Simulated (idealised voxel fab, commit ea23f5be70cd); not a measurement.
Documented hereafter: the process module known as voxel ribs on slabs.
The cross-section on display is named cut; it measures 250 nm wide, and its cells are 5 nm squares.
Heads up, the way a cross-section reads in here is a grid of square cells, handed over as bands from the top down, with every band being one or more rows of cells. It is stipulated that each band's entry specify, in nanometres, the height of the top of the band and then that of its bottom, followed by the materials of the band in left-to-right sequence, each together with its width in nanometres. A single material marked by the word "throughout" is understood to fill the band from edge to edge; the word "air" is understood to denote empty space. Beneath 0, the wafer as received is one material, and that level is where height counting begins. The lowest band goes on downward without a bottom; it is written like "0 down". You'd read "30->40" like this: the band's top row of cells is as wide as the first number, its bottom row is as wide as the second, and going down, every row changes width by the same amount as the row before did. For the purposes of this document, the phrase "changes: none" attached to a step denotes that no cell within the cross-section was modified by that step. Basically, "Enclosed void listing" tells you about the enclosed voids: empty spaces with no open way to the top, 8 cells or bigger, each written width x height at distance, where distance is from the left edge, all in nm. If you see something after the settings on a step's line, that's the simulator's own remark about that step. You can add "overlay nm" to a step's line. For a step with a mask, it describes how far the mask lay to the right of its planned position, and a negative number describes a lay to the left.
The planned process steps are enumerated hereunder:
step 1: RECEIVE: material Si
step 2: DIRECTIONAL_DEP: material SiO2, thk nm 20
step 3: DIRECTIONAL_DEP: material SiN, thk nm 25
step 4: PATTERN: tone cover, mask id RIB, material resist, width nm 25, thk nm 15, overlay nm 0
step 5: DIRECTIONAL_ETCH: etch materials SiN, depth nm 5
step 6: STRIP: etch materials resist
step 7: DIRECTIONAL_DEP: material aC, thk nm 10
step 8: PATTERN: tone cover, mask id SLAB, material resist, width nm 55, thk nm 25, overlay nm 0
step 9: DIRECTIONAL_ETCH: etch materials aC, depth nm 10
step 10: STRIP: etch materials resist
step 11: DIRECTIONAL_ETCH: etch materials SiN, depth nm 20
step 12: STRIP: etch materials aC
step 13: FILL_DEP: material SiO2, thk nm 25
step 14: CMP: height nm 65
step 15: DIRECTIONAL_DEP: material TiN, thk nm 10
step 16: DIRECTIONAL_DEP: material aC, thk nm 15
step 17: PATTERN: tone cover, mask id HEATER, material resist, width nm 35, thk nm 35, overlay nm 0
step 18: DIRECTIONAL_ETCH: etch materials aC, depth nm 15
step 19: STRIP: etch materials resist
step 20: DIRECTIONAL_ETCH: etch materials TiN, depth nm 10
step 21: STRIP: etch materials aC
step 22: CONFORMAL_DEP: material SiN, thk nm 10
As-received wafer cross-section (after step 1):
- 0 down | Si throughout
- Enclosed void listing: none
Run as planned - first of the two wafers cross-sectioned at the end of the module:
- 85 to 75 | air=95 / SiN=55 / air=100
- 75 to 65 | SiN=105 / TiN=35 / SiN=110
- 65 to 45 | SiO2 throughout
- 45 to 40 | SiO2=110 / SiN=25 / SiO2=115
- 40 to 20 | SiO2=95 / SiN=55 / SiO2=100
- 20 to 0 | SiO2 throughout
- 0 down | Si throughout
- Enclosed void listing: none
Presented here is a cross-section of the second of the two wafers as it stood at the end of the module. It was started in the same manner and assigned the same plan as the first wafer; however, one mistake was made in its execution:
- 75 to 65 | air=95 / SiN=55 / air=100
- 65 to 55 | SiN=105 / TiN=35 / SiN=110
- 55 to 45 | SiO2 throughout
- 45 to 40 | SiO2=110 / SiN=25 / SiO2=115
- 40 to 20 | SiO2=95 / SiN=55 / SiO2=100
- 20 to 0 | SiO2 throughout
- 0 down | Si throughout
- Enclosed void listing: none
Misprocessing identified: in deviation from the planned setting, step 14 was conducted as CMP: height nm 55
The final cell counts differ between the wafers, with the second having more or fewer of some materials than the first: 100 fewer of SiO2
